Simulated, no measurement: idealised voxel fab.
This section sets out a process module, namely voxel wiring stack.
Pictured: cross-section cut, 270 nm wide, on a grid of 5 nm square cells.
Cross-section format: a grid of square cells, given as bands from top to bottom; each band is one or more rows of cells. Heads up on the band format: heights come first, top then bottom, in nm. After that it's the materials left to right, each with its width in nm. A single material flagged "throughout" fills the whole band edge to edge, and "blank" means there's empty space there. Basically, 0 is our baseline, since under it the wafer straight out of the box is all one material. The bottom band has no lower end and keeps on going down, so it looks like "from 0 down". A two-number width, for instance "30..40", indicates that the width is equal to the first number in the top row of the band and to the second number in the bottom row, and that it changes by a constant amount per row of cells. You'll sometimes find "changes: none" written for a step, and that's the way of saying that nowhere in the cross-section did a cell change during that step. Heads up: "Listed closed voids" only lists the empty pockets with no open path to the top that are 8 cells or more, and it writes them as width x height at distance, distance from the left edge, in nm. What comes after the settings on a step's line is commentary from the simulator itself on that step. "overlay nm" denotes, for a step that has a mask, the displacement of the mask to the right of its planned place, with negative values corresponding to the left.

The planned process steps are enumerated hereunder
| 1 | RECEIVE: material Si |
| 2 | CONFORMAL_DEP: material SiO2, thk nm 10 |
| 3 | DIRECTIONAL_DEP: material TiN, thk nm 5 |
| 4 | DIRECTIONAL_DEP: material Ru, thk nm 25 |
| 5 | DIRECTIONAL_DEP: material aC, thk nm 10 |
| 6 | PATTERN: tone cover, mask id METAL_1, material resist, width nm 20, pitch nm 45, thk nm 25, overlay nm 0 |
| 7 | DIRECTIONAL_ETCH: etch materials aC, depth nm 10 |
| 8 | STRIP: etch materials resist |
| 9 | DIRECTIONAL_ETCH: etch materials Ru, depth nm 25 |
| 10 | DIRECTIONAL_ETCH: etch materials TiN, depth nm 5 |
| 11 | STRIP: etch materials aC |
| 12 | CONFORMAL_DEP: material SiCN, thk nm 5 |
| 13 | FILL_DEP: material SiO2, thk nm 10 |
| 14 | CMP: height nm 40 |
| 15 | CONFORMAL_DEP: material SiCN, thk nm 5 |
| 16 | DIRECTIONAL_DEP: material lowk, thk nm 10 |
| 17 | PATTERN: tone open, mask id PLUG_1, material resist, width nm 15, pitch nm 90, thk nm 20, overlay nm 0 |
| 18 | DIRECTIONAL_ETCH: etch materials lowk, depth nm 10 |
| 19 | DIRECTIONAL_ETCH: etch materials SiCN, depth nm 5 |
| 20 | STRIP: etch materials resist |
| 21 | CONFORMAL_DEP: material TiN, thk nm 5 |
| 22 | FILL_DEP: material Ru, thk nm 10 |
| 23 | CMP: height nm 55 |
| 24 | CONFORMAL_DEP: material SiCN, thk nm 5 |
| 25 | DIRECTIONAL_DEP: material lowk, thk nm 20 |
| 26 | PATTERN: tone open, mask id METAL_2, material resist, width nm 20, pitch nm 45, thk nm 15, overlay nm 0 |
| 27 | DIRECTIONAL_ETCH: etch materials lowk, depth nm 20 |
| 28 | DIRECTIONAL_ETCH: etch materials SiCN, depth nm 5 |
| 29 | STRIP: etch materials resist |
| 30 | CONFORMAL_DEP: material TiN, thk nm 5 |
| 31 | FILL_DEP: material W, thk nm 10 |
| 32 | CMP: height nm 80 |
| 33 | CONFORMAL_DEP: material SiCN, thk nm 5 |
| 34 | DIRECTIONAL_DEP: material lowk, thk nm 30 |
| 35 | DIRECTIONAL_DEP: material aC, thk nm 10 |
| 36 | PATTERN: tone open, mask id METAL_3, material resist, width nm 20, pitch nm 45, thk nm 30, overlay nm 0 |
| 37 | DIRECTIONAL_ETCH: etch materials aC, depth nm 10 |
| 38 | STRIP: etch materials resist |
| 39 | DIRECTIONAL_ETCH: etch materials lowk, depth nm 20 |
| 40 | STRIP: etch materials aC |
| 41 | DIRECTIONAL_DEP: material aC, thk nm 10 |
| 42 | PATTERN: tone open, mask id METAL_3_HOLES, material resist, width nm 15, pitch nm 90, thk nm 30, overlay nm 0 |
| 43 | DIRECTIONAL_ETCH: etch materials aC, depth nm 10 |
| 44 | STRIP: etch materials resist |
| 45 | DIRECTIONAL_ETCH: etch materials lowk, depth nm 10 |
| 46 | DIRECTIONAL_ETCH: etch materials SiCN, depth nm 5 |
| 47 | STRIP: etch materials aC |
| 48 | CONFORMAL_DEP: material TiN, thk nm 5 |
| 49 | FILL_DEP: material Ru, thk nm 10 |
| 50 | CMP: height nm 115 |
| 51 | CONFORMAL_DEP: material SiCN, thk nm 5 |
| 52 | DIRECTIONAL_DEP: material SiO2, thk nm 10 |
| 53 | DIRECTIONAL_DEP: material aC, thk nm 15 |
| 54 | PATTERN: tone open, mask id PLUG_3, material resist, width nm 15, pitch nm 45, thk nm 35, overlay nm 0 |
| 55 | DIRECTIONAL_ETCH: etch materials aC, depth nm 15 |
| 56 | STRIP: etch materials resist |
| 57 | DIRECTIONAL_ETCH: etch materials SiO2, depth nm 10 |
| 58 | DIRECTIONAL_ETCH: etch materials SiCN, depth nm 5 |
| 59 | STRIP: etch materials aC |
| 60 | EPI: material Ru, thk nm 10 |
| 61 | EPI: material Ru, thk nm 5 |
| 62 | CONFORMAL_DEP: material SiCN, thk nm 5 |
| 63 | DIRECTIONAL_DEP: material SiO2, thk nm 20 |
| 64 | PATTERN: tone open, mask id METAL_4, material resist, width nm 20, pitch nm 45, thk nm 20, overlay nm 0 |
| 65 | DIRECTIONAL_ETCH: etch materials SiO2, depth nm 20 |
| 66 | DIRECTIONAL_ETCH: etch materials SiCN, depth nm 5 |
| 67 | STRIP: etch materials resist |
| 68 | CONFORMAL_DEP: material TiN, thk nm 5 |
| 69 | FILL_DEP: material W, thk nm 5 |
| 70 | CMP: height nm 155 |
| 71 | CONFORMAL_DEP: material SiCN, thk nm 5 |

Cross-section of the wafer as it came to us, i.e., already through step 1
	from 0 down  Si throughout
	Listed closed voids: none

Cross-sectional view of the first of the two wafers upon completion of the module, processed in accordance with the plan
	from 160 to 155  SiCN throughout
	from 155 to 135  55 SiO2, then 5 TiN, then 10 W, then 5 TiN, then 25 SiO2, then 5 TiN, then 10 W, then 5 TiN, then 25 SiO2, then 5 TiN, then 10 W, then 5 TiN, then 25 SiO2, then 5 TiN, then 10 W, then 5 TiN, then 60 SiO2
	from 135 to 130  55 SiCN, then 20 TiN, then 25 SiCN, then 20 TiN, then 25 SiCN, then 20 TiN, then 25 SiCN, then 20 TiN, then 60 SiCN
	from 130 to 120  55 SiO2, then 15 Ru, then 30 SiO2, then 15 Ru, then 30 SiO2, then 15 Ru, then 30 SiO2, then 15 Ru, then 65 SiO2
	from 120 to 115  55 SiCN, then 15 Ru, then 30 SiCN, then 15 Ru, then 30 SiCN, then 15 Ru, then 30 SiCN, then 15 Ru, then 65 SiCN
	from 115 to 100  55 lowk, then 5 TiN, then 10 Ru, then 5 TiN, then 25 lowk, then 5 TiN, then 10 Ru, then 5 TiN, then 25 lowk, then 5 TiN, then 10 Ru, then 5 TiN, then 25 lowk, then 5 TiN, then 10 Ru, then 5 TiN, then 60 lowk
	from 100 to 95  55 lowk, then 5 TiN, then 5 Ru, then 10 TiN, then 25 lowk, then 20 TiN, then 25 lowk, then 5 TiN, then 5 Ru, then 10 TiN, then 25 lowk, then 20 TiN, then 60 lowk
	from 95 to 85  55 lowk, then 5 TiN, then 5 Ru, then 5 TiN, then 75 lowk, then 5 TiN, then 5 Ru, then 5 TiN, then 110 lowk
	from 85 to 80  55 SiCN, then 15 TiN, then 75 SiCN, then 15 TiN, then 110 SiCN
	from 80 to 60  55 lowk, then 5 TiN, then 10 W, then 5 TiN, then 25 lowk, then 5 TiN, then 10 W, then 5 TiN, then 25 lowk, then 5 TiN, then 10 W, then 5 TiN, then 25 lowk, then 5 TiN, then 10 W, then 5 TiN, then 60 lowk
	from 60 to 55  55 SiCN, then 20 TiN, then 25 SiCN, then 20 TiN, then 25 SiCN, then 20 TiN, then 25 SiCN, then 20 TiN, then 60 SiCN
	from 55 to 45  55 lowk, then 5 TiN, then 5 Ru, then 5 TiN, then 75 lowk, then 5 TiN, then 5 Ru, then 5 TiN, then 110 lowk
	from 45 to 40  55 SiCN, then 15 TiN, then 75 SiCN, then 15 TiN, then 110 SiCN
	from 40 to 15  50 SiO2, then 5 SiCN, then 20 Ru, then 5 SiCN, then 15 SiO2, then 5 SiCN, then 20 Ru, then 5 SiCN, then 15 SiO2, then 5 SiCN, then 20 Ru, then 5 SiCN, then 15 SiO2, then 5 SiCN, then 20 Ru, then 5 SiCN, then 55 SiO2
	from 15 to 10  55 SiCN, then 20 TiN, then 25 SiCN, then 20 TiN, then 25 SiCN, then 20 TiN, then 25 SiCN, then 20 TiN, then 60 SiCN
	from 10 to 0  SiO2 throughout
	from 0 down  Si throughout
	Listed closed voids: none

This cross-section belongs to the second wafer of two at the end of the module; the start and the plan were shared with the first, and the run included one mistake
	from 160 to 155  SiCN throughout
	from 155 to 135  55 SiO2, then 5 TiN, then 10 W, then 5 TiN, then 25 SiO2, then 5 TiN, then 10 W, then 5 TiN, then 25 SiO2, then 5 TiN, then 10 W, then 5 TiN, then 25 SiO2, then 5 TiN, then 10 W, then 5 TiN, then 60 SiO2
	from 135 to 130  55 SiCN, then 20 TiN, then 25 SiCN, then 20 TiN, then 25 SiCN, then 20 TiN, then 25 SiCN, then 20 TiN, then 60 SiCN
	from 130 to 120  50 SiO2, then 15 Ru, then 30 SiO2, then 15 Ru, then 30 SiO2, then 15 Ru, then 30 SiO2, then 15 Ru, then 70 SiO2
	from 120 to 115  50 SiCN, then 15 Ru, then 30 SiCN, then 15 Ru, then 30 SiCN, then 15 Ru, then 30 SiCN, then 15 Ru, then 70 SiCN
	from 115 to 100  55 lowk, then 5 TiN, then 10 Ru, then 5 TiN, then 25 lowk, then 5 TiN, then 10 Ru, then 5 TiN, then 25 lowk, then 5 TiN, then 10 Ru, then 5 TiN, then 25 lowk, then 5 TiN, then 10 Ru, then 5 TiN, then 60 lowk
	from 100 to 95  55 lowk, then 5 TiN, then 5 Ru, then 10 TiN, then 25 lowk, then 20 TiN, then 25 lowk, then 5 TiN, then 5 Ru, then 10 TiN, then 25 lowk, then 20 TiN, then 60 lowk
	from 95 to 85  55 lowk, then 5 TiN, then 5 Ru, then 5 TiN, then 75 lowk, then 5 TiN, then 5 Ru, then 5 TiN, then 110 lowk
	from 85 to 80  55 SiCN, then 15 TiN, then 75 SiCN, then 15 TiN, then 110 SiCN
	from 80 to 60  55 lowk, then 5 TiN, then 10 W, then 5 TiN, then 25 lowk, then 5 TiN, then 10 W, then 5 TiN, then 25 lowk, then 5 TiN, then 10 W, then 5 TiN, then 25 lowk, then 5 TiN, then 10 W, then 5 TiN, then 60 lowk
	from 60 to 55  55 SiCN, then 20 TiN, then 25 SiCN, then 20 TiN, then 25 SiCN, then 20 TiN, then 25 SiCN, then 20 TiN, then 60 SiCN
	from 55 to 45  55 lowk, then 5 TiN, then 5 Ru, then 5 TiN, then 75 lowk, then 5 TiN, then 5 Ru, then 5 TiN, then 110 lowk
	from 45 to 40  55 SiCN, then 15 TiN, then 75 SiCN, then 15 TiN, then 110 SiCN
	from 40 to 15  50 SiO2, then 5 SiCN, then 20 Ru, then 5 SiCN, then 15 SiO2, then 5 SiCN, then 20 Ru, then 5 SiCN, then 15 SiO2, then 5 SiCN, then 20 Ru, then 5 SiCN, then 15 SiO2, then 5 SiCN, then 20 Ru, then 5 SiCN, then 55 SiO2
	from 15 to 10  55 SiCN, then 20 TiN, then 25 SiCN, then 20 TiN, then 25 SiCN, then 20 TiN, then 25 SiCN, then 20 TiN, then 60 SiCN
	from 10 to 0  SiO2 throughout
	from 0 down  Si throughout
	Listed closed voids: none
So what did we get wrong on this run? step 54, actual vs plan mismatch, actual run PATTERN: tone open, mask id PLUG_3, material resist, width nm 15, pitch nm 45, thk nm 35, overlay nm -5
Final state: per-material cell counts identical on both wafers; locations differ.
